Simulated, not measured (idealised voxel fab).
Process module, titled voxel capacitor over wiring
FYI the section here is cut, 200 nm wide, cells are 5 nm squares.
Format of a cross-section: grid, square cells. Given as bands. Order: top down. Band: one or more rows of cells. This entry defines a band. It first specifies the height of the band's top and the height of its bottom in nm, and then specifies the band's materials from left to right, stating each material with its width in nm. The word "everywhere" identifies a single material that fills the band from edge to edge, while the word "empty" identifies empty space. Height datum 0, below which the as-received substrate wafer is one material. Lowest band open at the bottom, running downward: "from 0 down". A width such as "30 to 40" changes by the same amount from each row of cells to the next, from the band's top row to its bottom row. "no alteration" for a step: no cell of the cross-section changed in that step. Look at "Sealed void listing" for the closed voids: empty spaces with no open path to the top, sized 8 cells or up. Each is width x height at distance, distance from the left edge, all nm. Text after the settings on a step's line: the simulator's own remark on that step. "overlay nm" denotes, for a step that has a mask, the displacement of the mask to the right of its planned place, with negative values corresponding to the left.
## The following list gives the planned process steps
1. RECEIVE, material Si
2. CONFORMAL_DEP, material SiO2, thk nm 15
3. DIRECTIONAL_DEP, material TiN, thk nm 5
4. DIRECTIONAL_DEP, material Ru, thk nm 20
5. MASKED_ETCH, tone cover, mask id METAL_1, width nm 20, pitch nm 90, etch materials Ru, depth nm 20, overlay nm 0
6. MASKED_ETCH, tone cover, mask id METAL_1, width nm 15, pitch nm 90, etch materials TiN, depth nm 5, overlay nm 0
7. FILL_DEP, material SiO2, thk nm 10
8. CMP, height nm 40
9. CONFORMAL_DEP, material SiCN, thk nm 5
10. DIRECTIONAL_DEP, material lowk, thk nm 15
11. MASKED_ETCH, tone open, mask id PLUG_1, width nm 15, etch materials lowk, depth nm 15, overlay nm 0
12. MASKED_ETCH, tone open, mask id PLUG_1, width nm 15, etch materials SiCN, depth nm 5, overlay nm 0
13. EPI, material Ru, thk nm 10
14. EPI, material Ru, thk nm 10
15. DIRECTIONAL_DEP, material TiN, thk nm 10
16. DIRECTIONAL_DEP, material SiN, thk nm 5
17. DIRECTIONAL_DEP, material TiN, thk nm 10
18. DIRECTIONAL_DEP, material aC, thk nm 15
19. PATTERN, tone cover, mask id UPPER_PLATE, material resist, width nm 75, thk nm 30, overlay nm 0
20. DIRECTIONAL_ETCH, etch materials aC, depth nm 15
21. STRIP, etch materials resist
22. DIRECTIONAL_ETCH, etch materials TiN, depth nm 10
23. DIRECTIONAL_ETCH, etch materials SiN, depth nm 5
24. STRIP, etch materials aC
25. MASKED_ETCH, tone cover, mask id LOWER_PLATE, width nm 85, etch materials TiN, depth nm 10, overlay nm 0
26. FILL_DEP, material SiO2, thk nm 20
27. CMP, height nm 100
28. PATTERN, tone open, mask id PLUG_2, material resist, width nm 15, thk nm 15, overlay nm 0
29. DIRECTIONAL_ETCH, etch materials SiO2, depth nm 15
30. STRIP, etch materials resist
31. CONFORMAL_DEP, material TiN, thk nm 5
32. FILL_DEP, material W, thk nm 10
33. CMP, height nm 100
34. CONFORMAL_DEP, material SiCN, thk nm 5
varied across the wafers: width nm of step 6. The plan shows the first wafer's value. All wafers start alike
## After step 1, as received: first of several wafers, cross-section
- from 0 down: Si everywhere
- Sealed void listing: none
## First wafer of several, cross-section, module end, after step 34 (last)
- from 105 to 100: SiCN everywhere
- from 100 to 90: SiO2 60 nm; TiN 5 nm; W 5 nm; TiN 5 nm; SiO2 125 nm
- from 90 to 85: SiO2 60 nm; TiN 15 nm; SiO2 125 nm
- from 85 to 75: SiO2 50 nm; TiN 75 nm; SiO2 75 nm
- from 75 to 70: SiO2 50 nm; SiN 75 nm; SiO2 75 nm
- from 70 to 60: SiO2 45 nm; TiN 85 nm; SiO2 70 nm
- from 60 to 45: lowk 50 nm; Ru 15 nm; lowk 135 nm
- from 45 to 40: SiCN 50 nm; Ru 15 nm; SiCN 135 nm
- from 40 to 20: SiO2 45 nm; Ru 20 nm; SiO2 70 nm; Ru 20 nm; SiO2 45 nm
- from 20 to 15: SiO2 45 nm; TiN 20 nm; SiO2 70 nm; TiN 20 nm; SiO2 45 nm
- from 15 to 0: SiO2 everywhere
- from 0 down: Si everywhere
- Sealed void listing: none
## Showing the last wafer in cross-section at the end of the module
- from 105 to 100: SiCN everywhere
- from 100 to 90: SiO2 60 nm; TiN 5 nm; W 5 nm; TiN 5 nm; SiO2 125 nm
- from 90 to 85: SiO2 60 nm; TiN 15 nm; SiO2 125 nm
- from 85 to 75: SiO2 50 nm; TiN 75 nm; SiO2 75 nm
- from 75 to 70: SiO2 50 nm; SiN 75 nm; SiO2 75 nm
- from 70 to 60: SiO2 45 nm; TiN 85 nm; SiO2 70 nm
- from 60 to 45: lowk 50 nm; Ru 15 nm; lowk 135 nm
- from 45 to 40: SiCN 50 nm; Ru 15 nm; SiCN 135 nm
- from 40 to 20: SiO2 45 nm; Ru 20 nm; SiO2 70 nm; Ru 20 nm; SiO2 45 nm
- from 20 to 15: SiO2 40 nm; TiN 35 nm; SiO2 55 nm; TiN 35 nm; SiO2 35 nm
- from 15 to 0: SiO2 everywhere
- from 0 down: Si everywhere
- Sealed void listing: none
## So in this table every wafer gets its own row, and what you see is where it stands at the end of the module: for each material, how many cells it picked up (+) or gave up (-) since we received it, and after that its closed voids
width nm 15, +44 Ru, +77 SiCN, +15 SiN, +512 SiO2, +79 TiN, +2 W, +111 lowk, Sealed void listing: none
width nm 20, +44 Ru, +77 SiCN, +15 SiN, +512 SiO2, +79 TiN, +2 W, +111 lowk, Sealed void listing: none
width nm 25, +44 Ru, +77 SiCN, +15 SiN, +510 SiO2, +81 TiN, +2 W, +111 lowk, Sealed void listing: none
width nm 30, +44 Ru, +77 SiCN, +15 SiN, +508 SiO2, +83 TiN, +2 W, +111 lowk, Sealed void listing: none
width nm 35, +44 Ru, +77 SiCN, +15 SiN, +506 SiO2, +85 TiN, +2 W, +111 lowk, Sealed void listing: none
